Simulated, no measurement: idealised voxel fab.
Title: Process Module voxel self aligned vias
The cross-section on display is named cut; it measures 265 nm wide, and its cells are 5 nm squares.
Think of the cross-section as a grid of square cells. We describe it in bands, top to bottom, and each band covers one or more rows of those cells.
Band: top and bottom heights (nm) first, top before bottom; then materials from left to right, widths in nm. "edge to edge" marks a sole material filling the band edge to edge. "air" denotes empty space.
Ref level 0: as-received wafer is one material below here. Bottom band extends down with no lower bound ("from 0 down").
Think of "30..40" as a width that walks from the first number to the second as you go down the band, top row to bottom row, taking equal-sized steps from row to row.
Basically "remained the same" means that step didn't change any cell in the cross-section.
The entry "Enclosed voids" lists the empty spaces that cover at least 8 cells and have no open path to the top. Each is written as width x height at distance, where the distance is measured from the left edge and all three values are in nm.
Past the settings on a step's line: simulator remark, on that step.
A step line may carry the setting "overlay nm", which, for steps involving a mask, states the distance by which the mask lay to the right of its intended position; negative values denote displacement to the left.
### Process steps - plan
step 1: RECEIVE: material Si
step 2: CONFORMAL_DEP: material SiO2, thk nm 10
step 3: CONFORMAL_DEP: material SiCN, thk nm 5
step 4: DIRECTIONAL_DEP: material lowk, thk nm 25
step 5: MASKED_ETCH: tone open, mask id LINES, width nm 25, pitch nm 65, etch materials lowk, depth nm 25, overlay nm 0
step 6: CONFORMAL_DEP: material TiN, thk nm 5
step 7: FILL_DEP: material W, thk nm 5
step 8: CMP: height nm 40
step 9: SELECTIVE_ETCH: etch materials W Ru TiN, depth nm 10
step 10: FILL_DEP: material SiN, thk nm 10
step 11: CMP: height nm 40
step 12: DIRECTIONAL_DEP: material lowk, thk nm 15
step 13: DIRECTIONAL_DEP: material aC, thk nm 15
step 14: PATTERN: tone open, mask id VIAS, material resist, width nm 35, pitch nm 130, thk nm 30, overlay nm 0
step 15: DIRECTIONAL_ETCH: etch materials aC, depth nm 15
step 16: STRIP: etch materials resist
step 17: DIRECTIONAL_ETCH: etch materials lowk, depth nm 15
step 18: DIRECTIONAL_ETCH: etch materials SiN, depth nm 10
step 19: STRIP: etch materials aC
step 20: CONFORMAL_DEP: material TiN, thk nm 5
step 21: FILL_DEP: material Cu, thk nm 5
step 22: CMP: height nm 55
step 23: CONFORMAL_DEP: material SiCN, thk nm 5
### Cross-sectional view of the wafer in its as-received condition, corresponding to the state after step 1
* from 0 down = Si edge to edge
* Enclosed voids: none
### End-of-module XS, first of two wafers, run as planned
* from 60 to 55 = SiCN edge to edge
* from 55 to 45 = 50 nm lowk, then 5 nm TiN, then 25 nm Cu, then 5 nm TiN, then 95 nm lowk, then 5 nm TiN, then 25 nm Cu, then 5 nm TiN, then 50 nm lowk
* from 45 to 40 = 50 nm lowk, then 10 nm TiN, then 15 nm Cu, then 10 nm TiN, then 95 nm lowk, then 10 nm TiN, then 15 nm Cu, then 10 nm TiN, then 50 nm lowk
* from 40 to 35 = 55 nm lowk, then 5 nm TiN, then 15 nm Cu, then 5 nm TiN, then 40 nm lowk, then 25 nm SiN, then 40 nm lowk, then 5 nm TiN, then 15 nm Cu, then 5 nm TiN, then 55 nm lowk
* from 35 to 30 = 55 nm lowk, then 25 nm TiN, then 40 nm lowk, then 25 nm SiN, then 40 nm lowk, then 25 nm TiN, then 55 nm lowk
* from 30 to 20 = 55 nm lowk, then 5 nm TiN, then 15 nm W, then 5 nm TiN, then 40 nm lowk, then 5 nm TiN, then 15 nm W, then 5 nm TiN, then 40 nm lowk, then 5 nm TiN, then 15 nm W, then 5 nm TiN, then 55 nm lowk
* from 20 to 15 = 55 nm lowk, then 25 nm TiN, then 40 nm lowk, then 25 nm TiN, then 40 nm lowk, then 25 nm TiN, then 55 nm lowk
* from 15 to 10 = SiCN edge to edge
* from 10 to 0 = SiO2 edge to edge
* from 0 down = Si edge to edge
* Enclosed voids: none
### Cross-section, wafer two of two, end of module: same start and plan as wafer one, one error in execution
* from 60 to 55 = SiCN edge to edge
* from 55 to 45 = 50 nm lowk, then 5 nm TiN, then 25 nm Cu, then 5 nm TiN, then 95 nm lowk, then 5 nm TiN, then 25 nm Cu, then 5 nm TiN, then 50 nm lowk
* from 45 to 40 = 50 nm lowk, then 35 nm TiN, then 95 nm lowk, then 35 nm TiN, then 50 nm lowk
* from 40 to 30 = 50 nm SiN, then 5 nm TiN, then 25 nm lowk, then 5 nm TiN, then 35 nm SiN, then 25 nm lowk, then 35 nm SiN, then 5 nm TiN, then 25 nm lowk, then 5 nm TiN, then 50 nm SiN
* from 30 to 20 = 50 nm W, then 5 nm TiN, then 25 nm lowk, then 5 nm TiN, then 30 nm W, then 5 nm TiN, then 25 nm lowk, then 5 nm TiN, then 30 nm W, then 5 nm TiN, then 25 nm lowk, then 5 nm TiN, then 50 nm W
* from 20 to 15 = 55 nm TiN, then 25 nm lowk, then 40 nm TiN, then 25 nm lowk, then 40 nm TiN, then 25 nm lowk, then 55 nm TiN
* from 15 to 10 = SiCN edge to edge
* from 10 to 0 = SiO2 edge to edge
* from 0 down = Si edge to edge
* Enclosed voids: none
Run error: step 5 ran with different settings than intended, the actual operation and settings being MASKED_ETCH: tone cover, mask id LINES, width nm 25, pitch nm 65, etch materials lowk, depth nm 25, overlay nm 0
The second wafer ends with more or fewer cells of some materials than the first, per final count: 12 fewer of Cu | 58 more of SiN | 23 more of TiN | 46 more of W | 115 fewer of lowk
